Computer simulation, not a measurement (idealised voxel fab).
process module | voxel tone inversion
cross-section cut | 255 nm wide | cells 5 nm
A cross-section is a grid of square cells, given in bands from the top down. A band is one or more rows of cells.
Each band's line starts with the height of the band's top and of its bottom, in nm. Then come its materials from left to right, each with its width in nm. One material with "throughout" fills the band from edge to edge. "air" is empty space.
Height 0 is the level under which the wafer as received is all one material. The lowest band goes on downwards, as in "0 down".
A width such as "30 to 40" changes by the same amount from each row of cells to the next, from the band's top row to its bottom row.
"no change" after a step means that no cell of the cross-section changed.
closed voids: empty space of 8 cells or more with no open way to the top, each as width x height at its distance from the left edge, in nm
after a step's settings: what the simulator itself notes on the step
overlay nm, on a step with a mask: how far to the right of its planned place the mask lay; to the left if negative
plan
1 op RECEIVE | material Si
2 op CONFORMAL_DEP | material SiCN | thk nm 10
3 op DIRECTIONAL_DEP | material aC | thk nm 20
4 op PATTERN | tone cover | mask id POSTS | material resist | width nm 25 | pitch nm 50 | thk nm 25 | overlay nm 0
5 op DIRECTIONAL_ETCH | etch materials aC | depth nm 20
6 op STRIP | etch materials resist
7 op FILL_DEP | material SiO2 | thk nm 10
8 op CMP | height nm 30
9 op STRIP | etch materials aC
first wafer, as planned
as received, after step 1
  0 down: Si throughout
  closed voids: none
after step 2
  10 to 0: SiCN throughout
  below 0: unchanged
after step 3
  30 to 10: aC throughout
  below 10: unchanged
after step 4
  55 to 30: air 40 | resist 25 | air 25 | resist 25 | air 25 | resist 25 | air 25 | resist 25 | air 40
  below 30: unchanged
after step 5
  35 to 30: air 40 | resist 25 | air 25 | resist 25 | air 25 | resist 25 | air 25 | resist 25 | air 40
  30 to 10: air 40 | aC 25 | air 25 | aC 25 | air 25 | aC 25 | air 25 | aC 25 | air 40
  below 10: unchanged
after step 6
  30 to 10: air 40 | aC 25 | air 25 | aC 25 | air 25 | aC 25 | air 25 | aC 25 | air 40
  below 10: unchanged
after step 7
  40 to 30: SiO2 throughout
  30 to 10: SiO2 40 | aC 25 | SiO2 25 | aC 25 | SiO2 25 | aC 25 | SiO2 25 | aC 25 | SiO2 40
  below 10: unchanged
after step 8
  30 to 10: SiO2 40 | aC 25 | SiO2 25 | aC 25 | SiO2 25 | aC 25 | SiO2 25 | aC 25 | SiO2 40
  below 10: unchanged
after step 9
  30 to 10: SiO2 40 | air 25 | SiO2 25 | air 25 | SiO2 25 | air 25 | SiO2 25 | air 25 | SiO2 40
  below 10: unchanged
second wafer: like start, like plan, one mistake. Through step 1 it matches the first wafer
when step 2 should have ended: no change
when step 3 should have ended
  20 to 0: aC throughout
  below 0: unchanged
when step 4 should have ended
  45 to 20: air 40 | resist 25 | air 25 | resist 25 | air 25 | resist 25 | air 25 | resist 25 | air 40
  below 20: unchanged
when step 5 should have ended
  25 to 20: air 40 | resist 25 | air 25 | resist 25 | air 25 | resist 25 | air 25 | resist 25 | air 40
  20 to 0: air 40 | aC 25 | air 25 | aC 25 | air 25 | aC 25 | air 25 | aC 25 | air 40
  below 0: unchanged
when step 6 should have ended
  20 to 0: air 40 | aC 25 | air 25 | aC 25 | air 25 | aC 25 | air 25 | aC 25 | air 40
  below 0: unchanged
when step 7 should have ended
  30 to 20: SiO2 throughout
  20 to 0: SiO2 40 | aC 25 | SiO2 25 | aC 25 | SiO2 25 | aC 25 | SiO2 25 | aC 25 | SiO2 40
  below 0: unchanged
when step 8 should have ended: no change
when step 9 should have ended: no change
what went wrong: step 2 was left out
at the end the second wafer has, in cells: 102 fewer of SiCN | 102 more of SiO2 | 80 more of aC
